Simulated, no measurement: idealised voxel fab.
This is a process module. Its name is voxel wiring stack.
It is cross-section cut that appears here, measuring 180 nm in width, its square cells being 5 nm in size.
In what follows, cross-sections appear as grids of square cells, described through bands that run from the top down, where every band is one or more rows of cells.
Heads up on the band format: heights come first, top then bottom, in nm. After that it's the materials left to right, each with its width in nm. A single material flagged "throughout" fills the whole band edge to edge, and "air" means there's empty space there.
Heights from 0 (as-received wafer is one material below). Bottom band endless downward, as "0 nm and below".
Read "30->40" as a graded width: first number on top, second number at the bottom, same change between each pair of neighbouring rows.
For the purposes of this document, the phrase "no change occurred" attached to a step denotes that no cell within the cross-section was modified by that step.
Any empty space of 8 cells or more lacking an open way to the top shows up in "Closed empty spaces" as width x height at distance, distance from the left edge, in nm.
Where a step's line continues beyond its settings, the continuation is a remark by the simulator itself on that step.
overlay nm: how far to the right of its planned place the mask lay on this masked step (negative: to the left).
Note: before/after cross-section pairs follow, one process step per pair, after-side truncated at the lowest changed band, step and settings given beneath. Different runs of this module on the same starting wafer may supply the pairs; a pair continues the one above only where the "Pre-step snapshot" entry says so.
### Pre-step snapshot
* 95 nm to 85 nm = 55 SiO2  5 TiN  15 Cu  5 TiN  20 SiO2  5 TiN  15 Cu  5 TiN  55 SiO2
* 85 nm to 80 nm = 55 SiO2  5 TiN  5 Cu  15 TiN  20 SiO2  5 TiN  5 Cu  15 TiN  55 SiO2
* 80 nm to 70 nm = 55 SiO2  5 TiN  5 Cu  5 TiN  30 SiO2  5 TiN  5 Cu  5 TiN  65 SiO2
* 70 nm to 65 nm = 55 SiCN  15 TiN  30 SiCN  15 TiN  65 SiCN
* 65 nm to 55 nm = 55 lowk  5 TiN  15 SiO2  5 TiN  20 lowk  5 TiN  15 SiO2  5 TiN  55 lowk
* 55 nm to 50 nm = 55 lowk  5 TiN  5 SiO2  15 TiN  20 lowk  5 TiN  5 SiO2  15 TiN  55 lowk
* 50 nm to 40 nm = 55 lowk  5 TiN  5 SiO2  5 TiN  30 lowk  5 TiN  5 SiO2  5 TiN  65 lowk
* 40 nm to 35 nm = 55 SiCN  15 TiN  30 SiCN  15 TiN  65 SiCN
* 35 nm to 15 nm = 55 SiO2  25 W  20 SiO2  25 W  55 SiO2
* 15 nm to 10 nm = 55 SiO2  25 TiN  20 SiO2  25 TiN  55 SiO2
* 10 nm to 0 nm = SiO2 throughout
* 0 nm and below = Si throughout
* Closed empty spaces: none
### State After Step
* 100 nm to 95 nm = SiCN throughout
* Unchanged below 95.
* Closed empty spaces: none
Between the two cross-sections shown above, the process step is CONFORMAL_DEP [material SiCN] [thk nm 5]
### Pre-step snapshot
* 35 nm to 15 nm = W throughout
* 15 nm to 10 nm = TiN throughout
* 10 nm to 0 nm = SiO2 throughout
* 0 nm and below = Si throughout
* Closed empty spaces: none
### State After Step
* 35 nm to 15 nm = 55 W  25 air  20 W  25 air  55 W
* Unchanged below 15.
* Closed empty spaces: none
Between the two cross-sections shown above, the process step is MASKED_ETCH [tone open] [mask id METAL_1] [width nm 25] [pitch nm 45] [etch materials W] [depth nm 20] [overlay nm 0]
Pre-step snapshot: we pick up right where the pair above leaves off, with its after cross-section.
### State After Step
* 40 nm to 35 nm = SiO2 throughout
* 35 nm to 15 nm = 55 W  25 SiO2  20 W  25 SiO2  55 W
* Unchanged below 15.
* Closed empty spaces: none
Between the two cross-sections shown above, the process step is FILL_DEP [material SiO2] [thk nm 5]
Pre-step snapshot: we pick up right where the pair above leaves off, with its after cross-section.
### State After Step
* 35 nm to 15 nm = 55 W  25 SiO2  20 W  25 SiO2  55 W
* Unchanged below 15.
* Closed empty spaces: none
Between the two cross-sections shown above, the process step is CMP [height nm 35]
Pre-step snapshot: we pick up right where the pair above leaves off, with its after cross-section.
### State After Step
* 40 nm to 35 nm = SiCN throughout
* Unchanged below 35.
* Closed empty spaces: none
Between the two cross-sections shown above, the process step is CONFORMAL_DEP [material SiCN] [thk nm 5]
Pre-step snapshot: we pick up right where the pair above leaves off, with its after cross-section.
### State After Step
* 65 nm to 40 nm = lowk throughout
* Unchanged below 40.
* Closed empty spaces: none
Between the two cross-sections shown above, the process step is DIRECTIONAL_DEP [material lowk] [thk nm 25]
Pre-step snapshot: we pick up right where the pair above leaves off, with its after cross-section.
### State After Step
* 80 nm to 65 nm = aC throughout
* Unchanged below 65.
* Closed empty spaces: none
Between the two cross-sections shown above, the process step is DIRECTIONAL_DEP [material aC] [thk nm 15]
Pre-step snapshot: we pick up right where the pair above leaves off, with its after cross-section.
### State After Step
* 110 nm to 80 nm = 55 resist  15 air  30 resist  15 air  65 resist
* Unchanged below 80.
* Closed empty spaces: none
Between the two cross-sections shown above, the process step is PATTERN [tone open] [mask id METAL_2_HOLES] [material resist] [width nm 15] [pitch nm 45] [thk nm 30] [overlay nm 0]
Pre-step snapshot: we pick up right where the pair above leaves off, with its after cross-section.
### State After Step
* 95 nm to 80 nm = 55 resist  15 air  30 resist  15 air  65 resist
* 80 nm to 65 nm = 55 aC  15 air  30 aC  15 air  65 aC
* Unchanged below 65.
* Closed empty spaces: none
Between the two cross-sections shown above, the process step is DIRECTIONAL_ETCH [etch materials aC] [depth nm 15]
Pre-step snapshot: we pick up right where the pair above leaves off, with its after cross-section.
### State After Step
* 80 nm to 65 nm = 55 aC  15 air  30 aC  15 air  65 aC
* Unchanged below 65.
* Closed empty spaces: none
Between the two cross-sections shown above, the process step is STRIP [etch materials resist]
Pre-step snapshot: we pick up right where the pair above leaves off, with its after cross-section.
### State After Step
* 80 nm to 65 nm = 55 aC  15 air  30 aC  15 air  65 aC
* 65 nm to 40 nm = 55 lowk  15 air  30 lowk  15 air  65 lowk
* Unchanged below 40.
* Closed empty spaces: none
Between the two cross-sections shown above, the process step is DIRECTIONAL_ETCH [etch materials lowk] [depth nm 25]
Pre-step snapshot: we pick up right where the pair above leaves off, with its after cross-section.
### State After Step
* 65 nm to 40 nm = 55 lowk  15 air  30 lowk  15 air  65 lowk
* Unchanged below 40.
* Closed empty spaces: none
Between the two cross-sections shown above, the process step is STRIP [etch materials aC]
Pre-step snapshot: we pick up right where the pair above leaves off, with its after cross-section.
### State After Step
* 80 nm to 65 nm = 55 resist  25 air  20 resist  25 air  55 resist
* Unchanged below 65.
* Closed empty spaces: none
Between the two cross-sections shown above, the process step is PATTERN [tone open] [mask id METAL_2] [material resist] [width nm 25] [pitch nm 45] [thk nm 15] [overlay nm 0]
Pre-step snapshot: we pick up right where the pair above leaves off, with its after cross-section.
### State After Step
* 80 nm to 65 nm = 55 resist  25 air  20 resist  25 air  55 resist
* 65 nm to 50 nm = 55 lowk  25 air  20 lowk  25 air  55 lowk
* Unchanged below 50.
* Closed empty spaces: none
Between the two cross-sections shown above, the process step is DIRECTIONAL_ETCH [etch materials lowk] [depth nm 15]
Pre-step snapshot: we pick up right where the pair above leaves off, with its after cross-section.
### State After Step
* 80 nm to 65 nm = 55 resist  25 air  20 resist  25 air  55 resist
* 65 nm to 50 nm = 55 lowk  25 air  20 lowk  25 air  55 lowk
* 50 nm to 40 nm = 55 lowk  15 air  30 lowk  15 air  65 lowk
* 40 nm to 35 nm = 55 SiCN  15 air  30 SiCN  15 air  65 SiCN
* Unchanged below 35.
* Closed empty spaces: none
Between the two cross-sections shown above, the process step is DIRECTIONAL_ETCH [etch materials SiCN] [depth nm 5]
Pre-step snapshot: we pick up right where the pair above leaves off, with its after cross-section.
### State After Step
* 65 nm to 50 nm = 55 lowk  25 air  20 lowk  25 air  55 lowk
* Unchanged below 50.
* Closed empty spaces: none
Between the two cross-sections shown above, the process step is STRIP [etch materials resist]
Pre-step snapshot: we pick up right where the pair above leaves off, with its after cross-section.
### State After Step
* 70 nm to 65 nm = 60 TiN  15 air  30 TiN  15 air  60 TiN
* 65 nm to 55 nm = 55 lowk  5 TiN  15 air  5 TiN  20 lowk  5 TiN  15 air  5 TiN  55 lowk
* 55 nm to 50 nm = 55 lowk  5 TiN  5 air  15 TiN  20 lowk  5 TiN  5 air  15 TiN  55 lowk
* 50 nm to 40 nm = 55 lowk  5 TiN  5 air  5 TiN  30 lowk  5 TiN  5 air  5 TiN  65 lowk
* 40 nm to 35 nm = 55 SiCN  15 TiN  30 SiCN  15 TiN  65 SiCN
* Unchanged below 35.
* Closed empty spaces: none
Between the two cross-sections shown above, the process step is CONFORMAL_DEP [material TiN] [thk nm 5]
Pre-step snapshot: we pick up right where the pair above leaves off, with its after cross-section.
### State After Step
* 80 nm to 70 nm = Cu throughout
* 70 nm to 65 nm = 60 TiN  15 Cu  30 TiN  15 Cu  60 TiN
* 65 nm to 55 nm = 55 lowk  5 TiN  15 Cu  5 TiN  20 lowk  5 TiN  15 Cu  5 TiN  55 lowk
* 55 nm to 50 nm = 55 lowk  5 TiN  5 Cu  15 TiN  20 lowk  5 TiN  5 Cu  15 TiN  55 lowk
* 50 nm to 40 nm = 55 lowk  5 TiN  5 Cu  5 TiN  30 lowk  5 TiN  5 Cu  5 TiN  65 lowk
* Unchanged below 40.
* Closed empty spaces: none
Between the two cross-sections shown above, the process step is FILL_DEP [material Cu] [thk nm 10]
Pre-step snapshot: we pick up right where the pair above leaves off, with its after cross-section.
### State After Step
* 65 nm to 55 nm = 55 lowk  5 TiN  15 Cu  5 TiN  20 lowk  5 TiN  15 Cu  5 TiN  55 lowk
* Unchanged below 55.
* Closed empty spaces: none
Between the two cross-sections shown above, the process step is CMP [height nm 65]
Pre-step snapshot: we pick up right where the pair above leaves off, with its after cross-section.
### State After Step
* 70 nm to 65 nm = SiCN throughout
* Unchanged below 65.
* Closed empty spaces: none
Between the two cross-sections shown above, the process step is CONFORMAL_DEP [material SiCN] [thk nm 5]
Pre-step snapshot: we pick up right where the pair above leaves off, with its after cross-section.
### State After Step
* 95 nm to 70 nm = SiO2 throughout
* Unchanged below 70.
* Closed empty spaces: none
Between the two cross-sections shown above, the process step is DIRECTIONAL_DEP [material SiO2] [thk nm 25]
Pre-step snapshot: we pick up right where the pair above leaves off, with its after cross-section.
### State After Step
* 95 nm to 70 nm = 55 SiO2  15 air  30 SiO2  15 air  65 SiO2
* Unchanged below 70.
* Closed empty spaces: none
Between the two cross-sections shown above, the process step is MASKED_ETCH [tone open] [mask id METAL_3_HOLES] [width nm 15] [pitch nm 45] [etch materials SiO2] [depth nm 25] [overlay nm 0]
Pre-step snapshot: we pick up right where the pair above leaves off, with its after cross-section.
### State After Step
* 110 nm to 95 nm = 55 aC  15 air  30 aC  15 air  65 aC
* 95 nm to 85 nm = 55 SiO2  15 air  30 SiO2  15 air  65 SiO2
* 85 nm to 70 nm = 55 SiO2  15 aC  30 SiO2  15 aC  65 SiO2
* Unchanged below 70.
* Closed empty spaces: none
Between the two cross-sections shown above, the process step is DIRECTIONAL_DEP [material aC] [thk nm 15]
Pre-step snapshot: we pick up right where the pair above leaves off, with its after cross-section.
### State After Step
* 140 nm to 110 nm = 55 resist  25 air  20 resist  25 air  55 resist
* Unchanged below 110.
* Closed empty spaces: none
Between the two cross-sections shown above, the process step is PATTERN [tone open] [mask id METAL_3] [material resist] [width nm 25] [pitch nm 45] [thk nm 30] [overlay nm 0]
Pre-step snapshot: we pick up right where the pair above leaves off, with its after cross-section.
### State After Step
* 125 nm to 110 nm = 55 resist  25 air  20 resist  25 air  55 resist
* 110 nm to 95 nm = 55 aC  25 air  20 aC  25 air  55 aC
* 95 nm to 70 nm = 55 SiO2  15 air  30 SiO2  15 air  65 SiO2
* Unchanged below 70.
* Closed empty spaces: none
Between the two cross-sections shown above, the process step is DIRECTIONAL_ETCH [etch materials aC] [depth nm 15]
Pre-step snapshot: we pick up right where the pair above leaves off, with its after cross-section.
### State After Step
* 110 nm to 95 nm = 55 aC  25 air  20 aC  25 air  55 aC
* Unchanged below 95.
* Closed empty spaces: none
Between the two cross-sections shown above, the process step is STRIP [etch materials resist]
Pre-step snapshot: we pick up right where the pair above leaves off, with its after cross-section.
### State After Step
* 110 nm to 95 nm = 55 aC  25 air  20 aC  25 air  55 aC
* 95 nm to 80 nm = 55 SiO2  25 air  20 SiO2  25 air  55 SiO2
* Unchanged below 80.
* Closed empty spaces: none
Between the two cross-sections shown above, the process step is DIRECTIONAL_ETCH [etch materials SiO2] [depth nm 15]
Pre-step snapshot: we pick up right where the pair above leaves off, with its after cross-section.
### State After Step
* 110 nm to 95 nm = 55 aC  25 air  20 aC  25 air  55 aC
* 95 nm to 80 nm = 55 SiO2  25 air  20 SiO2  25 air  55 SiO2
* 80 nm to 70 nm = 55 SiO2  15 air  30 SiO2  15 air  65 SiO2
* 70 nm to 65 nm = 55 SiCN  15 air  30 SiCN  15 air  65 SiCN
* Unchanged below 65.
* Closed empty spaces: none
Between the two cross-sections shown above, the process step is DIRECTIONAL_ETCH [etch materials SiCN] [depth nm 5]
Pre-step snapshot: we pick up right where the pair above leaves off, with its after cross-section.
### State After Step
* 95 nm to 80 nm = 55 SiO2  25 air  20 SiO2  25 air  55 SiO2
* Unchanged below 80.
* Closed empty spaces: none
Between the two cross-sections shown above, the process step is STRIP [etch materials aC]
Pre-step snapshot: we pick up right where the pair above leaves off, with its after cross-section.
### State After Step
* 100 nm to 95 nm = 60 TiN  15 air  30 TiN  15 air  60 TiN
* 95 nm to 85 nm = 55 SiO2  5 TiN  15 air  5 TiN  20 SiO2  5 TiN  15 air  5 TiN  55 SiO2
* 85 nm to 80 nm = 55 SiO2  5 TiN  5 air  15 TiN  20 SiO2  5 TiN  5 air  15 TiN  55 SiO2
* 80 nm to 70 nm = 55 SiO2  5 TiN  5 air  5 TiN  30 SiO2  5 TiN  5 air  5 TiN  65 SiO2
* 70 nm to 65 nm = 55 SiCN  15 TiN  30 SiCN  15 TiN  65 SiCN
* Unchanged below 65.
* Closed empty spaces: none
Between the two cross-sections shown above, the process step is CONFORMAL_DEP [material TiN] [thk nm 5]
Pre-step snapshot: we pick up right where the pair above leaves off, with its after cross-section.
### State After Step
* 105 nm to 100 nm = Cu throughout
* 100 nm to 95 nm = 60 TiN  15 Cu  30 TiN  15 Cu  60 TiN
* 95 nm to 85 nm = 55 SiO2  5 TiN  15 Cu  5 TiN  20 SiO2  5 TiN  15 Cu  5 TiN  55 SiO2
* 85 nm to 80 nm = 55 SiO2  5 TiN  5 Cu  15 TiN  20 SiO2  5 TiN  5 Cu  15 TiN  55 SiO2
* 80 nm to 70 nm = 55 SiO2  5 TiN  5 Cu  5 TiN  30 SiO2  5 TiN  5 Cu  5 TiN  65 SiO2
* Unchanged below 70.
* Closed empty spaces: none
Between the two cross-sections shown above, the process step is FILL_DEP [material Cu] [thk nm 5]
Pre-step snapshot: we pick up right where the pair above leaves off, with its after cross-section.
### State After Step
* 95 nm to 85 nm = 55 SiO2  5 TiN  15 Cu  5 TiN  20 SiO2  5 TiN  15 Cu  5 TiN  55 SiO2
* Unchanged below 85.
* Closed empty spaces: none
Between the two cross-sections shown above, the process step is CMP [height nm 95]
Pre-step snapshot: we pick up right where the pair above leaves off, with its after cross-section.
### State After Step
* 100 nm to 95 nm = SiCN throughout
* Unchanged below 95.
* Closed empty spaces: none
Between the two cross-sections shown above, the process step is CONFORMAL_DEP [material SiCN] [thk nm 5]
